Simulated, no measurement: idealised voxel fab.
process module | voxel ribs on slabs
cross-section cut | 155 nm wide | cells 5 nm
A cross-section is a grid of square cells, given in bands from the top down. A band is one or more rows of cells.
Each band's line starts with the height of the band's top and of its bottom, in nm. Then come its materials from left to right, each with its width in nm. One material with "throughout" fills the band from edge to edge. "air" is empty space.
Height 0 is the level under which the wafer as received is all one material. The lowest band goes on downwards, as in "0 down".
A width such as "30 to 40" changes by the same amount from each row of cells to the next, from the band's top row to its bottom row.
"no change" after a step means that no cell of the cross-section changed.
closed voids: empty space of 8 cells or more with no open way to the top, each as width x height at its distance from the left edge, in nm
after a step's settings: what the simulator itself notes on the step
overlay nm, on a step with a mask: how far to the right of its planned place the mask lay; to the left if negative
plan
1 op RECEIVE | material Si
2 op DIRECTIONAL_DEP | material SiO2 | thk nm 25
3 op DIRECTIONAL_DEP | material SiN | thk nm 20
4 op DIRECTIONAL_DEP | material aC | thk nm 10
5 op PATTERN | tone cover | mask id RIB | material resist | width nm 30 | thk nm 25 | overlay nm 0
6 op DIRECTIONAL_ETCH | etch materials aC | depth nm 10
7 op STRIP | etch materials resist
8 op DIRECTIONAL_ETCH | etch materials SiN | depth nm 5
9 op STRIP | etch materials aC
10 op MASKED_ETCH | tone cover | mask id SLAB | width nm 90 | etch materials SiN | depth nm 15 | overlay nm 0
11 op FILL_DEP | material SiO2 | thk nm 25
12 op CMP | height nm 60
13 op DIRECTIONAL_DEP | material W | thk nm 5
14 op DIRECTIONAL_DEP | material aC | thk nm 15
15 op PATTERN | tone cover | mask id HEATER | material resist | width nm 40 | thk nm 30 | overlay nm 0
16 op DIRECTIONAL_ETCH | etch materials aC | depth nm 15
17 op STRIP | etch materials resist
18 op DIRECTIONAL_ETCH | etch materials W | depth nm 5
19 op STRIP | etch materials aC
20 op CONFORMAL_DEP | material SiO2 | thk nm 10
as received, after step 1
  0 down: Si throughout
  closed voids: none
a wafer at the end: this start, this plan, one mistake
  85 to 75: SiO2 throughout
  75 to 60: W throughout
  60 to 45: SiO2 throughout
  45 to 40: SiO2 60 | SiN 30 | SiO2 65
  40 to 25: SiO2 30 | SiN 90 | SiO2 35
  25 to 0: SiO2 throughout
  0 down: Si throughout
  closed voids: none
what went wrong: step 14 ran as: op DIRECTIONAL_DEP | material W | thk nm 15
